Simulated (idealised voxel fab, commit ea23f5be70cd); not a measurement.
You're looking at the process module voxel self aligned contacts.
Xsec cut, 170 nm wide, square cell size 5 nm.
This document writes a cross-section as a grid whose cells are square, and gives it as bands, listed from the top down; one or more rows of cells form a band.
Quick guide to a band line: top height, bottom height (nm) up front; then every material left to right with its width in nm. Only one material and it's marked "throughout"? Then it fills the band edge to edge. And "air" just means empty space.
Counting heights begins at 0, where everything beneath is, in the wafer as received, one material. The lowest band has no bottom; it goes on downwards, as "0 and below" shows.
A width given as "30..40" starts at the first number in the band's top row and ends at the second number in its bottom row, shifting by an equal amount at every step from row to row.
Key: "nothing different" - step with no changed cell in the cross-section.
Any empty space of 8 cells or more lacking an open way to the top shows up in "Sealed void inventory" as width x height at distance, distance from the left edge, in nm.
What comes after the settings on a step's line is commentary from the simulator itself on that step.
Steps that use a mask can have "overlay nm" on their line. It says how far the mask sat to the right of where it was meant to be. Negative means to the left.
Intended process steps
1) RECEIVE with material Si
2) OXIDIZE with depth nm 5
3) DIRECTIONAL_DEP with material polySi, thk nm 20
4) DIRECTIONAL_DEP with material SiN, thk nm 15
5) DIRECTIONAL_DEP with material aC, thk nm 10
6) PATTERN with tone cover, mask id GATE, material resist, width nm 35, pitch nm 65, thk nm 25, overlay nm 0
7) DIRECTIONAL_ETCH with etch materials aC, depth nm 10
8) STRIP with etch materials resist
9) DIRECTIONAL_ETCH with etch materials SiN, depth nm 15
10) DIRECTIONAL_ETCH with etch materials polySi, depth nm 20
11) STRIP with etch materials aC
12) CONFORMAL_DEP with material SiN, thk nm 5
13) DIRECTIONAL_ETCH with etch materials SiN, depth nm 5
14) FILL_DEP with material SiO2, thk nm 15
15) CMP with height nm 40
16) DIRECTIONAL_DEP with material aC, thk nm 15
17) PATTERN with tone open, mask id CONTACT, material resist, width nm 50, thk nm 30, overlay nm 0
18) DIRECTIONAL_ETCH with etch materials aC, depth nm 15
19) STRIP with etch materials resist
20) DIRECTIONAL_ETCH with etch materials SiO2, depth nm 45
21) STRIP with etch materials aC
22) CONFORMAL_DEP with material TiN, thk nm 5
23) FILL_DEP with material W, thk nm 10
24) CMP with height nm 40
25) CONFORMAL_DEP with material SiCN, thk nm 5
First of two wafers, with the run carried out as planned
Incoming wafer, cross-sectional view, post step 1
> 0 and below = Si throughout
> Sealed void inventory: none
Presented here is a cross-section of the wafer after step 2 has been performed
> 0 down to -5 = SiO2 throughout
> below -5: unchanged
Presented here is a cross-section of the wafer after step 3 has been performed
> 20 down to 0 = polySi throughout
> below 0: unchanged
Presented here is a cross-section of the wafer after step 4 has been performed
> 35 down to 20 = SiN throughout
> below 20: unchanged
Presented here is a cross-section of the wafer after step 5 has been performed
> 45 down to 35 = aC throughout
> below 35: unchanged
Presented here is a cross-section of the wafer after step 6 has been performed
> 70 down to 45 = 35 air  35 resist  30 air  35 resist  35 air
> below 45: unchanged
Presented here is a cross-section of the wafer after step 7 has been performed
> 60 down to 45 = 35 air  35 resist  30 air  35 resist  35 air
> 45 down to 35 = 35 air  35 aC  30 air  35 aC  35 air
> below 35: unchanged
Presented here is a cross-section of the wafer after step 8 has been performed
> 45 down to 35 = 35 air  35 aC  30 air  35 aC  35 air
> below 35: unchanged
Presented here is a cross-section of the wafer after step 9 has been performed
> 45 down to 35 = 35 air  35 aC  30 air  35 aC  35 air
> 35 down to 20 = 35 air  35 SiN  30 air  35 SiN  35 air
> below 20: unchanged
Presented here is a cross-section of the wafer after step 10 has been performed
> 45 down to 35 = 35 air  35 aC  30 air  35 aC  35 air
> 35 down to 20 = 35 air  35 SiN  30 air  35 SiN  35 air
> 20 down to 0 = 35 air  35 polySi  30 air  35 polySi  35 air
> below 0: unchanged
Presented here is a cross-section of the wafer after step 11 has been performed
> 35 down to 20 = 35 air  35 SiN  30 air  35 SiN  35 air
> below 20: unchanged
Presented here is a cross-section of the wafer after step 12 has been performed
> 40 down to 20 = 30 air  45 SiN  20 air  45 SiN  30 air
> 20 down to 5 = 30 air  5 SiN  35 polySi  5 SiN  20 air  5 SiN  35 polySi  5 SiN  30 air
> 5 down to 0 = 35 SiN  35 polySi  30 SiN  35 polySi  35 SiN
> below 0: unchanged
Presented here is a cross-section of the wafer after step 13 has been performed
> 35 down to 20 = 30 air  45 SiN  20 air  45 SiN  30 air
> 20 down to 0 = 30 air  5 SiN  35 polySi  5 SiN  20 air  5 SiN  35 polySi  5 SiN  30 air
> below 0: unchanged
Presented here is a cross-section of the wafer after step 14 has been performed
> 50 down to 35 = SiO2 throughout
> 35 down to 20 = 30 SiO2  45 SiN  20 SiO2  45 SiN  30 SiO2
> 20 down to 0 = 30 SiO2  5 SiN  35 polySi  5 SiN  20 SiO2  5 SiN  35 polySi  5 SiN  30 SiO2
> below 0: unchanged
Presented here is a cross-section of the wafer after step 15 has been performed
> 40 down to 35 = SiO2 throughout
> below 35: unchanged
Presented here is a cross-section of the wafer after step 16 has been performed
> 55 down to 40 = aC throughout
> below 40: unchanged
Presented here is a cross-section of the wafer after step 17 has been performed
> 85 down to 55 = 60 resist  50 air  60 resist
> below 55: unchanged
Presented here is a cross-section of the wafer after step 18 has been performed
> 70 down to 55 = 60 resist  50 air  60 resist
> 55 down to 40 = 60 aC  50 air  60 aC
> below 40: unchanged
Presented here is a cross-section of the wafer after step 19 has been performed
> 55 down to 40 = 60 aC  50 air  60 aC
> below 40: unchanged
Presented here is a cross-section of the wafer after step 20 has been performed
> 55 down to 40 = 60 aC  50 air  60 aC
> 40 down to 35 = 60 SiO2  50 air  60 SiO2
> 35 down to 20 = 30 SiO2  45 SiN  20 air  45 SiN  30 SiO2
> 20 down to 0 = 30 SiO2  5 SiN  35 polySi  5 SiN  20 air  5 SiN  35 polySi  5 SiN  30 SiO2
> 0 down to -5 = 75 SiO2  20 air  75 SiO2
> below -5: unchanged
Presented here is a cross-section of the wafer after step 21 has been performed
> 40 down to 35 = 60 SiO2  50 air  60 SiO2
> below 35: unchanged
Presented here is a cross-section of the wafer after step 22 has been performed
> 45 down to 40 = 65 TiN  40 air  65 TiN
> 40 down to 35 = 60 SiO2  20 TiN  10 air  20 TiN  60 SiO2
> 35 down to 20 = 30 SiO2  45 SiN  5 TiN  10 air  5 TiN  45 SiN  30 SiO2
> 20 down to 0 = 30 SiO2  5 SiN  35 polySi  5 SiN  5 TiN  10 air  5 TiN  5 SiN  35 polySi  5 SiN  30 SiO2
> 0 down to -5 = 75 SiO2  20 TiN  75 SiO2
> below -5: unchanged
Presented here is a cross-section of the wafer after step 23 has been performed
> 55 down to 45 = W throughout
> 45 down to 40 = 65 TiN  40 W  65 TiN
> 40 down to 35 = 60 SiO2  20 TiN  10 W  20 TiN  60 SiO2
> 35 down to 20 = 30 SiO2  45 SiN  5 TiN  10 W  5 TiN  45 SiN  30 SiO2
> 20 down to 0 = 30 SiO2  5 SiN  35 polySi  5 SiN  5 TiN  10 W  5 TiN  5 SiN  35 polySi  5 SiN  30 SiO2
> below 0: unchanged
Presented here is a cross-section of the wafer after step 24 has been performed
> 40 down to 35 = 60 SiO2  20 TiN  10 W  20 TiN  60 SiO2
> below 35: unchanged
Presented here is a cross-section of the wafer after step 25 has been performed
> 45 down to 40 = SiCN throughout
> below 40: unchanged
Okay, second wafer. Nothing different at the start, nothing different in the plan, just one mistake somewhere in the running. As far as step 16, counting that step, it's the first wafer all over again
At the planned end of step 17, the second wafer in cross-section
> 85 down to 55 = 55 resist  50 air  65 resist
> below 55: unchanged
At the planned end of step 18, the second wafer in cross-section
> 70 down to 55 = 55 resist  50 air  65 resist
> 55 down to 40 = 55 aC  50 air  65 aC
> below 40: unchanged
At the planned end of step 19, the second wafer in cross-section
> 55 down to 40 = 55 aC  50 air  65 aC
> below 40: unchanged
At the planned end of step 20, the second wafer in cross-section
> 55 down to 40 = 55 aC  50 air  65 aC
> 40 down to 35 = 55 SiO2  50 air  65 SiO2
> 35 down to 20 = 30 SiO2  45 SiN  20 air  45 SiN  30 SiO2
> 20 down to 0 = 30 SiO2  5 SiN  35 polySi  5 SiN  20 air  5 SiN  35 polySi  5 SiN  30 SiO2
> 0 down to -5 = 75 SiO2  20 air  75 SiO2
> below -5: unchanged
At the planned end of step 21, the second wafer in cross-section
> 40 down to 35 = 55 SiO2  50 air  65 SiO2
> below 35: unchanged
At the planned end of step 22, the second wafer in cross-section
> 45 down to 40 = 60 TiN  40 air  70 TiN
> 40 down to 35 = 55 SiO2  25 TiN  10 air  15 TiN  65 SiO2
> 35 down to 20 = 30 SiO2  45 SiN  5 TiN  10 air  5 TiN  45 SiN  30 SiO2
> 20 down to 0 = 30 SiO2  5 SiN  35 polySi  5 SiN  5 TiN  10 air  5 TiN  5 SiN  35 polySi  5 SiN  30 SiO2
> 0 down to -5 = 75 SiO2  20 TiN  75 SiO2
> below -5: unchanged
At the planned end of step 23, the second wafer in cross-section
> 55 down to 45 = W throughout
> 45 down to 40 = 60 TiN  40 W  70 TiN
> 40 down to 35 = 55 SiO2  25 TiN  10 W  15 TiN  65 SiO2
> 35 down to 20 = 30 SiO2  45 SiN  5 TiN  10 W  5 TiN  45 SiN  30 SiO2
> 20 down to 0 = 30 SiO2  5 SiN  35 polySi  5 SiN  5 TiN  10 W  5 TiN  5 SiN  35 polySi  5 SiN  30 SiO2
> below 0: unchanged
At the planned end of step 24, the second wafer in cross-section
> 40 down to 35 = 55 SiO2  25 TiN  10 W  15 TiN  65 SiO2
> below 35: unchanged
At the planned end of step 25, the second wafer in cross-section
> 45 down to 40 = SiCN throughout
> below 40: unchanged
It is concluded that the wafer was processed incorrectly with respect to the plan, in that step 17 ran as: PATTERN with tone open, mask id CONTACT, material resist, width nm 50, thk nm 30, overlay nm -5
Tallied in cells, the final second wafer holds each material in the same quantity as the first, although not at the same places.
